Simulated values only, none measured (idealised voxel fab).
Herein follows the process module entitled voxel gate over fins.
This is section cut - it's 300 nm across, gridded in 5 nm square cells.
When this document writes out a cross-section, it uses a grid of square cells and lists it as bands, beginning at the top and moving down, with a band standing for one or more rows of cells. Heights first: top, then bottom, in nm. Then materials, left to right, each with a width in nm. "everywhere" on a single material: fills the band edge to edge. "empty": empty space. Heights are reckoned from 0. Under this level, the received wafer is all of one material. The bottommost band is open-ended downward, for example "from 0 down". You'd read "30->40" like this: the band's top row of cells is as wide as the first number, its bottom row is as wide as the second, and going down, every row changes width by the same amount as the row before did. Given "nothing changed" for a step, no cell of the cross-section differs between before and after that step. You'll see "Unvented cavities" listing empty spaces that have no way open to the top, as long as they're 8 cells or more; the notation is width x height at distance, where the distance is from the left edge, and all of it is in nm. Step line, after settings: the simulator's comment on this step. A step's line can hold "overlay nm"; with a mask on that step, the setting says how far right of the planned place the mask lay, while a negative setting says it lay to the left.
**List of planned process steps**
1 RECEIVE | material Si
2 CONFORMAL_DEP | material SiN | thk nm 5
3 MASKED_ETCH | tone cover | mask id FINS | width nm 15 | pitch nm 45 | etch materials SiN | depth nm 5 | overlay nm 0
4 MASKED_ETCH | tone cover | mask id FINS | width nm 15 | pitch nm 45 | etch materials Si | depth nm 35 | overlay nm 0
5 FILL_DEP | material SiO2 | thk nm 5
6 CMP | height nm 5
7 SELECTIVE_ETCH | etch materials SiO2 | depth nm 20
8 STRIP | etch materials SiN
9 CONFORMAL_DEP | material HfO2 | thk nm 5
10 CONFORMAL_DEP | material TiN | thk nm 5
11 CONFORMAL_DEP | material TiAl | thk nm 5
12 CONFORMAL_DEP | material TiN | thk nm 5
13 FILL_DEP | material W | thk nm 10
14 CMP | height nm 25
15 CONFORMAL_DEP | material SiCN | thk nm 5
**Shown in cross-section is the wafer as received, that is, as it stands after step 1**
    from 0 down | Si everywhere
    Unvented cavities: none
**This is how the wafer looks in cross-section once the module is done, given the starting state and plan above and one mistake in carrying the plan out**
    from 30 to 25 | SiCN everywhere
    from 25 to 20 | W everywhere
    from 20 to 15 | 100 of W  100 of TiN  100 of W
    from 15 to 10 | 100 of W  5 of TiN  90 of TiAl  5 of TiN  100 of W
    from 10 to 5 | 100 of W  5 of TiN  5 of TiAl  35 of TiN  10 of TiAl  35 of TiN  5 of TiAl  5 of TiN  100 of W
    from 5 to 0 | 105 of TiN  5 of TiAl  5 of TiN  25 of HfO2  5 of TiN  10 of TiAl  5 of TiN  25 of HfO2  5 of TiN  5 of TiAl  105 of TiN
    from 0 to -5 | 110 of TiAl  5 of TiN  5 of HfO2  15 of Si  5 of HfO2  5 of TiN  10 of TiAl  5 of TiN  5 of HfO2  15 of Si  5 of HfO2  5 of TiN  110 of TiAl
    from -5 to -10 | 115 of TiN  5 of HfO2  15 of Si  5 of HfO2  20 of TiN  5 of HfO2  15 of Si  5 of HfO2  115 of TiN
    from -10 to -15 | 120 of HfO2  15 of Si  30 of HfO2  15 of Si  120 of HfO2
    from -15 to -70 | 120 of SiO2  15 of Si  30 of SiO2  15 of Si  120 of SiO2
    from -70 down | Si everywhere
    Unvented cavities: none
Processing error: twice over, step 4 of the plan was run
